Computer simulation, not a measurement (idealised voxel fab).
Presented below is a process module, voxel spacer lines.
The figure presents cross-section cut, which has a width of 250 nm and is divided into square cells with an edge length of 5 nm.
Format of a cross-section: grid, square cells. Given as bands. Order: top down. Band: one or more rows of cells.
Quick guide to a band line: top height, bottom height (nm) up front; then every material left to right with its width in nm. Only one material and it's marked "edge to edge"? Then it fills the band edge to edge. And "air" just means empty space.
The reference from which all heights are counted is 0, the level beneath which the as-received wafer is entirely one material; the lowest band, having no lower bound, proceeds downward and is written after the example "0 and below".
A width such as "30 to 40" changes by the same amount from each row of cells to the next, from the band's top row to its bottom row.
"all unchanged" means the step left every cell of the cross-section as it was.
Closed-off voids of 8+ cells (no open route to the top) go in "Closed void catalog", written width x height at distance from the left edge, in nm.
Note: text after step settings on the step line = simulator remark on that step.
overlay nm: step with mask; distance mask lay right of planned place; negative value = left of planned place.

HERE'S WHAT THE PLANNED PROCESS STEPS LOOK LIKE
1. RECEIVE [material Si]
2. CONFORMAL_DEP [material SiO2] [thk nm 10]
3. DIRECTIONAL_DEP [material TiN] [thk nm 15]
4. DIRECTIONAL_DEP [material aC] [thk nm 30]
5. PATTERN [tone cover] [mask id MANDREL] [material resist] [width nm 25] [pitch nm 80] [thk nm 35] [overlay nm 0]
6. DIRECTIONAL_ETCH [etch materials aC] [depth nm 30]
7. STRIP [etch materials resist]
8. CONFORMAL_DEP [material SiN] [thk nm 15]
9. DIRECTIONAL_ETCH [etch materials SiN] [depth nm 15]
10. STRIP [etch materials aC]
11. DIRECTIONAL_ETCH [etch materials TiN] [depth nm 15]
12. STRIP [etch materials SiN]

SHOWN IN CROSS-SECTION IS THE WAFER AS RECEIVED, THAT IS, AS IT STANDS AFTER STEP 1
  0 and below: Si edge to edge
  Closed void catalog: none

HERE'S THE WAFER CUT IN CROSS-SECTION AFTER THE MODULE, STARTED AND PLANNED JUST LIKE ABOVE, EXCEPT ONE THING WAS DONE WRONG IN THE RUN
  25 down to 10: 60 nm air | 15 nm TiN | 25 nm air | 15 nm TiN | 25 nm air | 15 nm TiN | 25 nm air | 15 nm TiN | 55 nm air
  10 down to 0: SiO2 edge to edge
  0 and below: Si edge to edge
  Closed void catalog: none
Misprocessing identified: step 5 ran as: PATTERN [tone cover] [mask id MANDREL] [material resist] [width nm 25] [pitch nm 80] [thk nm 35] [overlay nm 5]
